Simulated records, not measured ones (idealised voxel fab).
You're looking at the process module voxel gate over fins.
FYI the section here is cut, 180 nm wide, cells are 5 nm squares.
A cross-section is written here as square cells arranged in a grid, and it is given in bands from the top down, each band taking up one or more rows of cells.
What a band's entry tells you: where the top is and where the bottom is, as heights in nm, and after that what lies inside, material by material from left to right, each with its width in nm. Empty space is written as the word "blank", and a single material marked with the word "full width" occupies the band from edge to edge.
Heights are measured from 0, the level below which the as-received wafer is all one material; the lowest band has no bottom and continues downward, written as in "0 -> down".
Think of "30..40" as a width that walks from the first number to the second as you go down the band, top row to bottom row, taking equal-sized steps from row to row.
Step marked "nothing changed"? Then no cell in the cross-section changed in it.
So "Voids, sealed" is basically the list of trapped voids: any empty space of 8 cells or more that can't reach the top through an opening. They're written width x height at distance, the distance being from the left edge, and it's all nm.
Formally, on a step line, whatever follows the settings is a remark that the simulator itself makes on the step.
"overlay nm" answers the question of how far to the right of plan the mask lay on a step that has a mask, and when it is negative the answer is to the left.
List of planned process steps
1 RECEIVE | material Si
2 CONFORMAL_DEP | material SiN | thk nm 5
3 MASKED_ETCH | tone cover | mask id FINS | width nm 15 | pitch nm 55 | etch materials SiN | depth nm 5 | overlay nm 0
4 MASKED_ETCH | tone cover | mask id FINS | width nm 15 | pitch nm 55 | etch materials Si | depth nm 35 | overlay nm 0
5 FILL_DEP | material SiO2 | thk nm 15
6 CMP | height nm 5
7 MASKED_ETCH | tone open | mask id RAIL | width nm 15 | etch materials SiO2 | depth nm 35 | overlay nm 0
8 CONFORMAL_DEP | material TiN | thk nm 5
9 FILL_DEP | material Ru | thk nm 5
10 CMP | height nm 5
11 SELECTIVE_ETCH | etch materials W Ru TiN | depth nm 20
12 FILL_DEP | material SiO2 | thk nm 5
13 CMP | height nm 5
14 SELECTIVE_ETCH | etch materials SiO2 | depth nm 15
15 STRIP | etch materials SiN
16 CONFORMAL_DEP | material HfO2 | thk nm 5
17 CONFORMAL_DEP | material TiN | thk nm 5
18 FILL_DEP | material W | thk nm 10
19 CMP | height nm 15
20 CONFORMAL_DEP | material SiCN | thk nm 10
First of two wafers, with the run carried out as planned
So this is the incoming wafer in cross-section - it's already been through step 1
> 0 -> down: Si full width
> Voids, sealed: none
Step 2 complete: cross-section through the wafer
> 5 -> 0: SiN full width
> Unchanged below 0.
Step 3 complete: cross-section through the wafer
> 5 -> 0: blank 25 nm, SiN 15 nm, blank 40 nm, SiN 15 nm, blank 40 nm, SiN 15 nm, blank 30 nm
> Unchanged below 0.
Step 4 complete: cross-section through the wafer
> 5 -> 0: blank 25 nm, SiN 15 nm, blank 40 nm, SiN 15 nm, blank 40 nm, SiN 15 nm, blank 30 nm
> 0 -> -35: blank 25 nm, Si 15 nm, blank 40 nm, Si 15 nm, blank 40 nm, Si 15 nm, blank 30 nm
> Unchanged below -35.
Step 5 complete: cross-section through the wafer
> 20 -> 5: SiO2 full width
> 5 -> 0: SiO2 25 nm, SiN 15 nm, SiO2 40 nm, SiN 15 nm, SiO2 40 nm, SiN 15 nm, SiO2 30 nm
> 0 -> -35: SiO2 25 nm, Si 15 nm, SiO2 40 nm, Si 15 nm, SiO2 40 nm, Si 15 nm, SiO2 30 nm
> Unchanged below -35.
Step 6 complete: cross-section through the wafer
> 5 -> 0: SiO2 25 nm, SiN 15 nm, SiO2 40 nm, SiN 15 nm, SiO2 40 nm, SiN 15 nm, SiO2 30 nm
> Unchanged below 0.
Step 7 complete: cross-section through the wafer
> 5 -> 0: SiO2 25 nm, SiN 15 nm, SiO2 10 nm, blank 15 nm, SiO2 15 nm, SiN 15 nm, SiO2 40 nm, SiN 15 nm, SiO2 30 nm
> 0 -> -30: SiO2 25 nm, Si 15 nm, SiO2 10 nm, blank 15 nm, SiO2 15 nm, Si 15 nm, SiO2 40 nm, Si 15 nm, SiO2 30 nm
> Unchanged below -30.
Step 8 complete: cross-section through the wafer
> 10 -> 5: TiN 55 nm, blank 5 nm, TiN 120 nm
> 5 -> 0: SiO2 25 nm, SiN 15 nm, SiO2 10 nm, TiN 5 nm, blank 5 nm, TiN 5 nm, SiO2 15 nm, SiN 15 nm, SiO2 40 nm, SiN 15 nm, SiO2 30 nm
> 0 -> -25: SiO2 25 nm, Si 15 nm, SiO2 10 nm, TiN 5 nm, blank 5 nm, TiN 5 nm, SiO2 15 nm, Si 15 nm, SiO2 40 nm, Si 15 nm, SiO2 30 nm
> -25 -> -30: SiO2 25 nm, Si 15 nm, SiO2 10 nm, TiN 15 nm, SiO2 15 nm, Si 15 nm, SiO2 40 nm, Si 15 nm, SiO2 30 nm
> Unchanged below -30.
Step 9 complete: cross-section through the wafer
> 15 -> 10: Ru full width
> 10 -> 5: TiN 55 nm, Ru 5 nm, TiN 120 nm
> 5 -> 0: SiO2 25 nm, SiN 15 nm, SiO2 10 nm, TiN 5 nm, Ru 5 nm, TiN 5 nm, SiO2 15 nm, SiN 15 nm, SiO2 40 nm, SiN 15 nm, SiO2 30 nm
> 0 -> -25: SiO2 25 nm, Si 15 nm, SiO2 10 nm, TiN 5 nm, Ru 5 nm, TiN 5 nm, SiO2 15 nm, Si 15 nm, SiO2 40 nm, Si 15 nm, SiO2 30 nm
> Unchanged below -25.
Step 10 complete: cross-section through the wafer
> 5 -> 0: SiO2 25 nm, SiN 15 nm, SiO2 10 nm, TiN 5 nm, Ru 5 nm, TiN 5 nm, SiO2 15 nm, SiN 15 nm, SiO2 40 nm, SiN 15 nm, SiO2 30 nm
> Unchanged below 0.
Step 11 complete: cross-section through the wafer
> 5 -> 0: SiO2 25 nm, SiN 15 nm, SiO2 10 nm, blank 15 nm, SiO2 15 nm, SiN 15 nm, SiO2 40 nm, SiN 15 nm, SiO2 30 nm
> 0 -> -15: SiO2 25 nm, Si 15 nm, SiO2 10 nm, blank 15 nm, SiO2 15 nm, Si 15 nm, SiO2 40 nm, Si 15 nm, SiO2 30 nm
> Unchanged below -15.
Step 12 complete: cross-section through the wafer
> 10 -> 5: SiO2 full width
> 5 -> 0: SiO2 25 nm, SiN 15 nm, SiO2 40 nm, SiN 15 nm, SiO2 40 nm, SiN 15 nm, SiO2 30 nm
> 0 -> -15: SiO2 25 nm, Si 15 nm, SiO2 40 nm, Si 15 nm, SiO2 40 nm, Si 15 nm, SiO2 30 nm
> Unchanged below -15.
Step 13 complete: cross-section through the wafer
> 5 -> 0: SiO2 25 nm, SiN 15 nm, SiO2 40 nm, SiN 15 nm, SiO2 40 nm, SiN 15 nm, SiO2 30 nm
> Unchanged below 0.
Step 14 complete: cross-section through the wafer
> 5 -> 0: blank 25 nm, SiN 15 nm, blank 40 nm, SiN 15 nm, blank 40 nm, SiN 15 nm, blank 30 nm
> 0 -> -10: blank 25 nm, Si 15 nm, blank 40 nm, Si 15 nm, blank 40 nm, Si 15 nm, blank 30 nm
> Unchanged below -10.
Step 15 complete: cross-section through the wafer
> 0 -> -10: blank 25 nm, Si 15 nm, blank 40 nm, Si 15 nm, blank 40 nm, Si 15 nm, blank 30 nm
> Unchanged below -10.
Step 16 complete: cross-section through the wafer
> 5 -> 0: blank 20 nm, HfO2 25 nm, blank 30 nm, HfO2 25 nm, blank 30 nm, HfO2 25 nm, blank 25 nm
> 0 -> -5: blank 20 nm, HfO2 5 nm, Si 15 nm, HfO2 5 nm, blank 30 nm, HfO2 5 nm, Si 15 nm, HfO2 5 nm, blank 30 nm, HfO2 5 nm, Si 15 nm, HfO2 5 nm, blank 25 nm
> -5 -> -10: HfO2 25 nm, Si 15 nm, HfO2 40 nm, Si 15 nm, HfO2 40 nm, Si 15 nm, HfO2 30 nm
> Unchanged below -10.
Step 17 complete: cross-section through the wafer
> 10 -> 5: blank 15 nm, TiN 35 nm, blank 20 nm, TiN 35 nm, blank 20 nm, TiN 35 nm, blank 20 nm
> 5 -> 0: blank 15 nm, TiN 5 nm, HfO2 25 nm, TiN 5 nm, blank 20 nm, TiN 5 nm, HfO2 25 nm, TiN 5 nm, blank 20 nm, TiN 5 nm, HfO2 25 nm, TiN 5 nm, blank 20 nm
> 0 -> -5: TiN 20 nm, HfO2 5 nm, Si 15 nm, HfO2 5 nm, TiN 30 nm, HfO2 5 nm, Si 15 nm, HfO2 5 nm, TiN 30 nm, HfO2 5 nm, Si 15 nm, HfO2 5 nm, TiN 25 nm
> Unchanged below -5.
Step 18 complete: cross-section through the wafer
> 20 -> 10: W full width
> 10 -> 5: W 15 nm, TiN 35 nm, W 20 nm, TiN 35 nm, W 20 nm, TiN 35 nm, W 20 nm
> 5 -> 0: W 15 nm, TiN 5 nm, HfO2 25 nm, TiN 5 nm, W 20 nm, TiN 5 nm, HfO2 25 nm, TiN 5 nm, W 20 nm, TiN 5 nm, HfO2 25 nm, TiN 5 nm, W 20 nm
> Unchanged below 0.
Step 19 complete: cross-section through the wafer
> 15 -> 10: W full width
> Unchanged below 10.
Step 20 complete: cross-section through the wafer
> 25 -> 15: SiCN full width
> Unchanged below 15.
The remaining wafer, second of the two, started like the first and was run to the same plan, except that one mistake was made along the way; the two coincide through step 13, inclusive
Second wafer at the planned finish of step 14, seen in cross-section
> 5 -> 0: blank 25 nm, SiN 15 nm, blank 40 nm, SiN 15 nm, blank 40 nm, SiN 15 nm, blank 30 nm
> 0 -> -15: blank 25 nm, Si 15 nm, blank 40 nm, Si 15 nm, blank 40 nm, Si 15 nm, blank 30 nm
> -15 -> -25: blank 25 nm, Si 15 nm, blank 10 nm, TiN 5 nm, Ru 5 nm, TiN 5 nm, blank 15 nm, Si 15 nm, blank 40 nm, Si 15 nm, blank 30 nm
> Unchanged below -25.
Second wafer at the planned finish of step 15, seen in cross-section
> 0 -> -15: blank 25 nm, Si 15 nm, blank 40 nm, Si 15 nm, blank 40 nm, Si 15 nm, blank 30 nm
> Unchanged below -15.
Second wafer at the planned finish of step 16, seen in cross-section
> 5 -> 0: blank 20 nm, HfO2 25 nm, blank 30 nm, HfO2 25 nm, blank 30 nm, HfO2 25 nm, blank 25 nm
> 0 -> -10: blank 20 nm, HfO2 5 nm, Si 15 nm, HfO2 5 nm, blank 30 nm, HfO2 5 nm, Si 15 nm, HfO2 5 nm, blank 30 nm, HfO2 5 nm, Si 15 nm, HfO2 5 nm, blank 25 nm
> -10 -> -15: blank 20 nm, HfO2 5 nm, Si 15 nm, HfO2 30 nm, blank 5 nm, HfO2 5 nm, Si 15 nm, HfO2 5 nm, blank 30 nm, HfO2 5 nm, Si 15 nm, HfO2 5 nm, blank 25 nm
> -15 -> -20: blank 20 nm, HfO2 5 nm, Si 15 nm, HfO2 10 nm, TiN 5 nm, Ru 5 nm, TiN 5 nm, HfO2 5 nm, blank 5 nm, HfO2 5 nm, Si 15 nm, HfO2 5 nm, blank 30 nm, HfO2 5 nm, Si 15 nm, HfO2 5 nm, blank 25 nm
> -20 -> -25: HfO2 25 nm, Si 15 nm, HfO2 10 nm, TiN 5 nm, Ru 5 nm, TiN 5 nm, HfO2 15 nm, Si 15 nm, HfO2 40 nm, Si 15 nm, HfO2 30 nm
> Unchanged below -25.
Second wafer at the planned finish of step 17, seen in cross-section
> 10 -> 5: blank 15 nm, TiN 35 nm, blank 20 nm, TiN 35 nm, blank 20 nm, TiN 35 nm, blank 20 nm
> 5 -> 0: blank 15 nm, TiN 5 nm, HfO2 25 nm, TiN 5 nm, blank 20 nm, TiN 5 nm, HfO2 25 nm, TiN 5 nm, blank 20 nm, TiN 5 nm, HfO2 25 nm, TiN 5 nm, blank 20 nm
> 0 -> -5: blank 15 nm, TiN 5 nm, HfO2 5 nm, Si 15 nm, HfO2 5 nm, TiN 5 nm, blank 20 nm, TiN 5 nm, HfO2 5 nm, Si 15 nm, HfO2 5 nm, TiN 5 nm, blank 20 nm, TiN 5 nm, HfO2 5 nm, Si 15 nm, HfO2 5 nm, TiN 5 nm, blank 20 nm
> -5 -> -15: blank 15 nm, TiN 5 nm, HfO2 5 nm, Si 15 nm, HfO2 5..30 nm, TiN 30..5 nm, HfO2 5 nm, Si 15 nm, HfO2 5 nm, TiN 5 nm, blank 20 nm, TiN 5 nm, HfO2 5 nm, Si 15 nm, HfO2 5 nm, TiN 5 nm, blank 20 nm
> -15 -> -20: TiN 20 nm, HfO2 5 nm, Si 15 nm, HfO2 10 nm, TiN 5 nm, Ru 5 nm, TiN 5 nm, HfO2 5 nm, TiN 5 nm, HfO2 5 nm, Si 15 nm, HfO2 5 nm, TiN 30 nm, HfO2 5 nm, Si 15 nm, HfO2 5 nm, TiN 25 nm
> Unchanged below -20.
Second wafer at the planned finish of step 18, seen in cross-section
> 20 -> 10: W full width
> 10 -> 5: W 15 nm, TiN 35 nm, W 20 nm, TiN 35 nm, W 20 nm, TiN 35 nm, W 20 nm
> 5 -> 0: W 15 nm, TiN 5 nm, HfO2 25 nm, TiN 5 nm, W 20 nm, TiN 5 nm, HfO2 25 nm, TiN 5 nm, W 20 nm, TiN 5 nm, HfO2 25 nm, TiN 5 nm, W 20 nm
> 0 -> -5: W 15 nm, TiN 5 nm, HfO2 5 nm, Si 15 nm, HfO2 5 nm, TiN 5 nm, W 20 nm, TiN 5 nm, HfO2 5 nm, Si 15 nm, HfO2 5 nm, TiN 5 nm, W 20 nm, TiN 5 nm, HfO2 5 nm, Si 15 nm, HfO2 5 nm, TiN 5 nm, W 20 nm
> -5 -> -15: W 15 nm, TiN 5 nm, HfO2 5 nm, Si 15 nm, HfO2 5..30 nm, TiN 30..5 nm, HfO2 5 nm, Si 15 nm, HfO2 5 nm, TiN 5 nm, W 20 nm, TiN 5 nm, HfO2 5 nm, Si 15 nm, HfO2 5 nm, TiN 5 nm, W 20 nm
> Unchanged below -15.
Second wafer at the planned finish of step 19, seen in cross-section
> 15 -> 10: W full width
> Unchanged below 10.
Second wafer at the planned finish of step 20, seen in cross-section
> 25 -> 15: SiCN full width
> Unchanged below 15.
Short version of what went wrong: plan step 14 was conducted twice
The closing comparison, in cells, has the second wafer with more or fewer of some materials than the first: HfO2: 22 more | SiO2: 75 fewer | TiN: 16 more | W: 37 more
